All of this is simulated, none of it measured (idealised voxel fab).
The name of this process module is voxel transistor to metal.
The cross-section on display is named cut; it measures 165 nm wide, and its cells are 5 nm squares.
Throughout this document, each cross-section is represented as a grid of square cells and is presented as a sequence of bands enumerated from the top downward, where a band comprises one or more rows of cells.
Top, bottom (nm), then materials left to right with widths (nm); lone material tagged "throughout" fills the whole band edge to edge; "empty" = empty space.
Measure heights from 0. That's the level where, below it, the as-received wafer is all one material. The lowest band is bottomless and extends downward; write it as in "from 0 down".
A two-number width, for instance "30..40", indicates that the width is equal to the first number in the top row of the band and to the second number in the bottom row, and that it changes by a constant amount per row of cells.
Step marked "nothing changed"? Then no cell in the cross-section changed in it.
"Fully sealed voids" enumerates empty spaces isolated from the top, with no open way to it, that contain at least 8 cells, giving each as width x height at distance from the left edge, all three in nm.
Note: text after step settings on the step line = simulator remark on that step.
The setting "overlay nm" may be written on the line of a step. When the step uses a mask, the value reports how far to the right of the planned place the mask lay, and a negative value reports that it lay to the left.

Steps in the process plan
1,RECEIVE (material Si)
2,OXIDIZE (depth nm 5)
3,CONFORMAL_DEP (material SiN; thk nm 10)
4,MASKED_ETCH (tone cover; mask id ACTIVE; width nm 105; etch materials SiN; depth nm 10; overlay nm 0)
5,MASKED_ETCH (tone cover; mask id ACTIVE; width nm 105; etch materials SiO2; depth nm 5; overlay nm 0)
6,MASKED_ETCH (tone cover; mask id ACTIVE; width nm 105; etch materials Si; depth nm 35; overlay nm 0)
7,FILL_DEP (material SiO2; thk nm 10)
8,CMP (height nm 10)
9,SELECTIVE_ETCH (etch materials SiO2; depth nm 5)
10,STRIP (etch materials SiN)
11,SELECTIVE_ETCH (etch materials SiO2; depth nm 5)
12,OXIDIZE (depth nm 5)
13,DIRECTIONAL_DEP (material polySi; thk nm 20)
14,DIRECTIONAL_DEP (material SiCN; thk nm 10)
15,PATTERN (tone cover; mask id GATE; material resist; width nm 25; thk nm 20; overlay nm -15)
16,DIRECTIONAL_ETCH (etch materials SiCN; depth nm 20)
17,DIRECTIONAL_ETCH (etch materials polySi; depth nm 30)
18,STRIP (etch materials resist)
19,CONFORMAL_DEP (material SiN; thk nm 10)
20,DIRECTIONAL_ETCH (etch materials SiN; depth nm 10)
21,DIRECTIONAL_ETCH (etch materials SiO2; depth nm 5)
22,DIRECTIONAL_ETCH (etch materials Si; depth nm 5)
23,EPI (material nSi; thk nm 10)
24,FILL_DEP (material SiO2; thk nm 5)
25,CMP (height nm 25)
26,DIRECTIONAL_DEP (material SiO2; thk nm 15)
27,MASKED_ETCH (tone open; mask id CONTACT; width nm 30; pitch nm 65; etch materials SiO2; depth nm 45; overlay nm 0)
28,CONFORMAL_DEP (material TiN; thk nm 5)
29,FILL_DEP (material Ru; thk nm 5)
30,CMP (height nm 40)
31,DIRECTIONAL_DEP (material TiN; thk nm 5)
32,DIRECTIONAL_DEP (material W; thk nm 15)
33,DIRECTIONAL_DEP (material aC; thk nm 15)
34,PATTERN (tone cover; mask id METAL_1; material resist; width nm 20; pitch nm 75; thk nm 30; overlay nm 0)
35,DIRECTIONAL_ETCH (etch materials aC; depth nm 15)
36,STRIP (etch materials resist)
37,DIRECTIONAL_ETCH (etch materials W; depth nm 15)
38,DIRECTIONAL_ETCH (etch materials TiN; depth nm 5)
39,STRIP (etch materials aC)
40,FILL_DEP (material lowk; thk nm 5)
41,CMP (height nm 60)
42,CONFORMAL_DEP (material SiCN; thk nm 5)
43,DIRECTIONAL_DEP (material SiO2; thk nm 30)
44,MASKED_ETCH (tone open; mask id METAL_2; width nm 20; pitch nm 75; etch materials SiO2; depth nm 15; overlay nm 0)
45,MASKED_ETCH (tone open; mask id METAL_2_HOLES; width nm 15; pitch nm 75; etch materials SiO2; depth nm 15; overlay nm 0)
46,MASKED_ETCH (tone open; mask id METAL_2_HOLES; width nm 15; pitch nm 75; etch materials SiCN; depth nm 5; overlay nm 0)
47,CONFORMAL_DEP (material TiN; thk nm 5)
48,FILL_DEP (material Cu; thk nm 5)
49,CMP (height nm 95)
50,CONFORMAL_DEP (material SiN; thk nm 5)
Same starting wafers, different overlay nm at step 15. Plan value belongs to the first wafer.

Sectional view: first of several wafers, as received, after step 1
from 0 down = Si throughout
Fully sealed voids: none

What follows is a table in which each wafer occupies a row; for the wafer as it stands at the close of the module, the row states, material by material, how many cells have been gained (+) or lost (-) since receipt, and then gives its closed voids
overlay nm -15, +16 Cu, +38 Ru, -148 Si, +37 SiCN, +61 SiN, +404 SiO2, +82 TiN, +24 W, +100 lowk, +26 nSi, +20 polySi, Fully sealed voids: none
overlay nm -10, +16 Cu, +42 Ru, -148 Si, +37 SiCN, +61 SiN, +399 SiO2, +82 TiN, +24 W, +100 lowk, +27 nSi, +20 polySi, Fully sealed voids: none
overlay nm -5, +16 Cu, +46 Ru, -148 Si, +37 SiCN, +61 SiN, +394 SiO2, +82 TiN, +24 W, +100 lowk, +28 nSi, +20 polySi, Fully sealed voids: none
overlay nm 0, +16 Cu, +46 Ru, -148 Si, +37 SiCN, +61 SiN, +394 SiO2, +82 TiN, +24 W, +100 lowk, +28 nSi, +20 polySi, Fully sealed voids: none
overlay nm 5, +16 Cu, +46 Ru, -148 Si, +37 SiCN, +61 SiN, +394 SiO2, +82 TiN, +24 W, +100 lowk, +28 nSi, +20 polySi, Fully sealed voids: none
overlay nm 10, +16 Cu, +42 Ru, -148 Si, +37 SiCN, +61 SiN, +399 SiO2, +82 TiN, +24 W, +100 lowk, +27 nSi, +20 polySi, Fully sealed voids: none
overlay nm 15, +16 Cu, +38 Ru, -148 Si, +37 SiCN, +61 SiN, +404 SiO2, +82 TiN, +24 W, +100 lowk, +26 nSi, +20 polySi, Fully sealed voids: none
